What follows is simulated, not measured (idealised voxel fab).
process module | voxel quadruple lines
This is section cut - it's 265 nm across, gridded in 5 nm square cells.
A cross-section is written here as square cells arranged in a grid, and it is given in bands from the top down, each band taking up one or more rows of cells. Band entry format. Leading values: height of top, height of bottom, nm. Remainder: materials in left-to-right order, each with its width in nm. Special words: "throughout" on a single material, which then fills the band edge to edge; "empty", empty space. Ref level 0: as-received wafer is one material below here. Bottom band extends down with no lower bound ("0 down"). Per-row width for "30..40": begins at first number (top row of band), ends at second number (bottom row), increment between rows held constant. The cross-section has no changed cell in any step marked "stayed the same". Heads up: "Closed void listing" only lists the empty pockets with no open path to the top that are 8 cells or more, and it writes them as width x height at distance, distance from the left edge, in nm. The remark found on a step's line after its settings is issued by the simulator itself and pertains to that step. overlay nm: mask offset rightward from planned place, masked step; negative means leftward offset.

[Listed below are the process steps as planned]
1) RECEIVE, material Si
2) CONFORMAL_DEP, material SiO2, thk nm 5
3) DIRECTIONAL_DEP, material W, thk nm 10
4) DIRECTIONAL_DEP, material polySi, thk nm 20
5) DIRECTIONAL_DEP, material aC, thk nm 20
6) PATTERN, tone cover, mask id MANDREL, material resist, width nm 25, pitch nm 80, thk nm 25, overlay nm 0
7) DIRECTIONAL_ETCH, etch materials aC, depth nm 20
8) STRIP, etch materials resist
9) CONFORMAL_DEP, material SiO2, thk nm 15
10) DIRECTIONAL_ETCH, etch materials SiO2, depth nm 15
11) STRIP, etch materials aC
12) DIRECTIONAL_ETCH, etch materials polySi, depth nm 20
13) STRIP, etch materials SiO2
14) CONFORMAL_DEP, material SiN, thk nm 5
15) DIRECTIONAL_ETCH, etch materials SiN, depth nm 5
16) STRIP, etch materials polySi
17) DIRECTIONAL_ETCH, etch materials W, depth nm 10
18) STRIP, etch materials SiN
19) FILL_DEP, material lowk, thk nm 10
20) CMP, height nm 15

[Here's what the wafer looked like in cross-section when it arrived - that's after step 1]
	0 down  Si throughout
	Closed void listing: none

[First of two wafers at the end of the module, shown in cross-section; run carried out as planned]
	15 to 5  lowk 60 nm | W 5 nm | lowk 15 nm | W 5 nm | lowk 15 nm | W 5 nm | lowk 15 nm | W 5 nm | lowk 15 nm | W 5 nm | lowk 15 nm | W 5 nm | lowk 15 nm | W 5 nm | lowk 15 nm | W 5 nm | lowk 60 nm
	5 to 0  SiO2 throughout
	0 down  Si throughout
	Closed void listing: none

[End-of-module cross-section of the second wafer: identical starting point and process plan to the first, with one processing mistake]
	15 to 10  lowk throughout
	10 to 0  lowk 60 nm | W 5 nm | lowk 15 nm | W 5 nm | lowk 15 nm | W 5 nm | lowk 15 nm | W 5 nm | lowk 15 nm | W 5 nm | lowk 15 nm | W 5 nm | lowk 15 nm | W 5 nm | lowk 15 nm | W 5 nm | lowk 60 nm
	0 down  Si throughout
	Closed void listing: none
What broke from the plan during processing? the plan's step 2 went unexecuted, having been skipped
Looking at both finished wafers in cells, the second ends up ahead of or behind the first on some materials: 53 fewer of SiO2, 53 more of lowk
